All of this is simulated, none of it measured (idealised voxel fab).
Presented below is a process module, voxel air gaps.
Square cell edge 5 nm, section width 210 nm, ID cut.
Cross-section layout: square cells on a grid; listed as bands, top to bottom; a band spans one or more cell rows.
Heights first: top, then bottom, in nm. Then materials, left to right, each with a width in nm. "edge to edge" on a single material: fills the band edge to edge. "air": empty space.
Basically, 0 is our baseline, since under it the wafer straight out of the box is all one material. The bottom band has no lower end and keeps on going down, so it looks like "0..down".
Note: "30->40" means the width goes from the first number (top row of the band) to the second number (bottom row) in equal steps per row of cells.
Where a step carries "remains unaltered", the cross-section came out of it unchanged, cell for cell.
Listed in "Sealed void list": every empty space of 8 or more cells without an open way to the top. Form: width x height at distance, the distance being from the left edge, all in nm.
Step line, after settings: the simulator's comment on this step.
overlay nm: step with mask; distance mask lay right of planned place; negative value = left of planned place.

### Below is the list of planned process steps
- 1: RECEIVE,material Si
- 2: CONFORMAL_DEP,material SiO2,thk nm 15
- 3: CONFORMAL_DEP,material SiCN,thk nm 5
- 4: DIRECTIONAL_DEP,material SiO2,thk nm 30
- 5: DIRECTIONAL_DEP,material aC,thk nm 10
- 6: PATTERN,tone open,mask id LINES,material resist,width nm 20,pitch nm 50,thk nm 30,overlay nm 0
- 7: DIRECTIONAL_ETCH,etch materials aC,depth nm 10
- 8: STRIP,etch materials resist
- 9: DIRECTIONAL_ETCH,etch materials SiO2,depth nm 30
- 10: STRIP,etch materials aC
- 11: CONFORMAL_DEP,material TiN,thk nm 5
- 12: FILL_DEP,material W,thk nm 5
- 13: CMP,height nm 50
- 14: EPI,material Ru,thk nm 10
- 15: SELECTIVE_ETCH,etch materials SiO2,depth nm 40
- 16: CONFORMAL_DEP,material SiCN,thk nm 5

### So this is the incoming wafer in cross-section - it's already been through step 1
    0..down | Si edge to edge
    Sealed void list: none

### Cross-sectional view of the first of the two wafers upon completion of the module, processed in accordance with the plan
    65..60 | 5 of air | 200 of SiCN | 5 of air
    60..50 | 5 of air | 5 of SiCN | 40 of Ru | 10 of SiCN | 40 of Ru | 10 of SiCN | 40 of Ru | 10 of SiCN | 40 of Ru | 5 of SiCN | 5 of air
    50..45 | 5 of air | 15 of SiCN | 5 of TiN | 10 of W | 5 of TiN | 30 of SiCN | 5 of TiN | 10 of W | 5 of TiN | 30 of SiCN | 5 of TiN | 10 of W | 5 of TiN | 30 of SiCN | 5 of TiN | 10 of W | 5 of TiN | 15 of SiCN | 5 of air
    45..25 | 15 of air | 5 of SiCN | 5 of TiN | 10 of W | 5 of TiN | 5 of SiCN | 20 of air | 5 of SiCN | 5 of TiN | 10 of W | 5 of TiN | 5 of SiCN | 20 of air | 5 of SiCN | 5 of TiN | 10 of W | 5 of TiN | 5 of SiCN | 20 of air | 5 of SiCN | 5 of TiN | 10 of W | 5 of TiN | 5 of SiCN | 15 of air
    25..20 | 20 of SiCN | 20 of TiN | 30 of SiCN | 20 of TiN | 30 of SiCN | 20 of TiN | 30 of SiCN | 20 of TiN | 20 of SiCN
    20..15 | SiCN edge to edge
    15..0 | SiO2 edge to edge
    0..down | Si edge to edge
    Sealed void list: 20 x 20 at 45; 20 x 20 at 95; 20 x 20 at 145

### End-of-module cross-section of the second wafer: identical starting point and process plan to the first, with one processing mistake
    65..60 | 5 of air | 200 of SiCN | 5 of air
    60..50 | 5 of air | 5 of SiCN | 40 of Ru | 10 of SiCN | 40 of Ru | 10 of SiCN | 40 of Ru | 10 of SiCN | 40 of Ru | 5 of SiCN | 5 of air
    50..45 | 5 of air | 15 of SiCN | 5 of TiN | 10 of W | 5 of TiN | 30 of SiCN | 5 of TiN | 10 of W | 5 of TiN | 30 of SiCN | 5 of TiN | 10 of W | 5 of TiN | 30 of SiCN | 5 of TiN | 10 of W | 5 of TiN | 15 of SiCN | 5 of air
    45..40 | 15 of air | 5 of SiCN | 5 of TiN | 10 of W | 5 of TiN | 5 of SiCN | 20 of air | 5 of SiCN | 5 of TiN | 10 of W | 5 of TiN | 5 of SiCN | 20 of air | 5 of SiCN | 5 of TiN | 10 of W | 5 of TiN | 5 of SiCN | 20 of air | 5 of SiCN | 5 of TiN | 10 of W | 5 of TiN | 5 of SiCN | 15 of air
    40..35 | 20 of SiCN | 20 of TiN | 30 of SiCN | 20 of TiN | 30 of SiCN | 20 of TiN | 30 of SiCN | 20 of TiN | 20 of SiCN
    35..30 | SiCN edge to edge
    30..0 | SiO2 edge to edge
    0..down | Si edge to edge
    Sealed void list: none
Nonconformance to the process plan: step 2 was run twice
End check, counted in cells, second wafer has more or fewer of these materials than the first: SiCN -24 | SiO2 +126 | TiN -24 | W -24
At process end, closed voids number 3 in the first wafer and 0 in the second wafer.
